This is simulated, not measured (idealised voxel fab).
You're looking at the process module voxel self aligned vias.
Cross-section cut spans 280 nm and uses square cells 5 nm in size.
Throughout this document, each cross-section is represented as a grid of square cells and is presented as a sequence of bands enumerated from the top downward, where a band comprises one or more rows of cells.
For a band, the entry starts with two heights in nm, that of the top and then that of the bottom, and carries on with the band's materials in order from left to right, each alongside its width in nm; the word "edge to edge" beside a single material means it fills the band edge to edge, and "air" means empty space.
Where do heights start? At 0: under that level the wafer as delivered is made of one material only. And the lowest band has no floor; it just carries on downward, as in "top 0, no bottom".
Per-row width for "30..40": begins at first number (top row of band), ends at second number (bottom row), increment between rows held constant.
"nothing changed" means the step left every cell of the cross-section as it was.
Empty spaces counting at least 8 cells and having no open way to the top are listed in "Entrapped voids". The notation width x height at distance is used for each, the distance being from the left edge and all three values in nm.
Heads up: the bit after the settings on a step's line is the simulator's remark on that step.
When a step includes a mask, the "overlay nm" setting on its line states how far to the right of its planned place that mask lay, and negative values state how far to the left.
-- The steps planned for the process are as follows
1: RECEIVE (material Si)
2: CONFORMAL_DEP (material SiO2; thk nm 15)
3: CONFORMAL_DEP (material SiCN; thk nm 5)
4: DIRECTIONAL_DEP (material SiO2; thk nm 25)
5: DIRECTIONAL_DEP (material aC; thk nm 10)
6: PATTERN (tone open; mask id LINES; material resist; width nm 30; pitch nm 60; thk nm 25; overlay nm 0)
7: DIRECTIONAL_ETCH (etch materials aC; depth nm 10)
8: STRIP (etch materials resist)
9: DIRECTIONAL_ETCH (etch materials SiO2; depth nm 25)
10: STRIP (etch materials aC)
11: CONFORMAL_DEP (material TiN; thk nm 5)
12: FILL_DEP (material Ru; thk nm 10)
13: CMP (height nm 45)
14: SELECTIVE_ETCH (etch materials W Ru TiN; depth nm 5)
15: FILL_DEP (material SiN; thk nm 10)
16: CMP (height nm 45)
17: DIRECTIONAL_DEP (material SiO2; thk nm 20)
18: DIRECTIONAL_DEP (material aC; thk nm 15)
19: PATTERN (tone open; mask id VIAS; material resist; width nm 40; pitch nm 120; thk nm 35; overlay nm 0)
20: DIRECTIONAL_ETCH (etch materials aC; depth nm 15)
21: STRIP (etch materials resist)
22: DIRECTIONAL_ETCH (etch materials SiO2; depth nm 20)
23: DIRECTIONAL_ETCH (etch materials SiN; depth nm 5)
24: STRIP (etch materials aC)
25: CONFORMAL_DEP (material TiN; thk nm 5)
26: FILL_DEP (material Ru; thk nm 5)
27: CMP (height nm 65)
28: CONFORMAL_DEP (material SiCN; thk nm 5)
-- This is the cross-section of the wafer as we received it, i.e. after step 1
	top 0, no bottom  Si edge to edge
	Entrapped voids: none
-- Wafer cross-section at end of module: start and plan as shown above, one execution error
	top 70, bottom 65  SiCN edge to edge
	top 65, bottom 50  SiO2: 60  TiN: 5  W: 30  TiN: 5  SiO2: 80  TiN: 5  W: 30  TiN: 5  SiO2: 60
	top 50, bottom 45  SiO2: 60  TiN: 10  W: 20  TiN: 10  SiO2: 80  TiN: 10  W: 20  TiN: 10  SiO2: 60
	top 45, bottom 40  SiO2: 65  TiN: 30  SiO2: 30  SiN: 30  SiO2: 30  TiN: 30  SiO2: 65
	top 40, bottom 25  SiO2: 65  TiN: 5  Ru: 20  TiN: 5  SiO2: 30  TiN: 5  Ru: 20  TiN: 5  SiO2: 30  TiN: 5  Ru: 20  TiN: 5  SiO2: 65
	top 25, bottom 20  SiO2: 65  TiN: 30  SiO2: 30  TiN: 30  SiO2: 30  TiN: 30  SiO2: 65
	top 20, bottom 15  SiCN edge to edge
	top 15, bottom 0  SiO2 edge to edge
	top 0, no bottom  Si edge to edge
	Entrapped voids: none
Misprocessing identified: step 26 did not use the planned setting and instead ran as FILL_DEP (material W; thk nm 5)
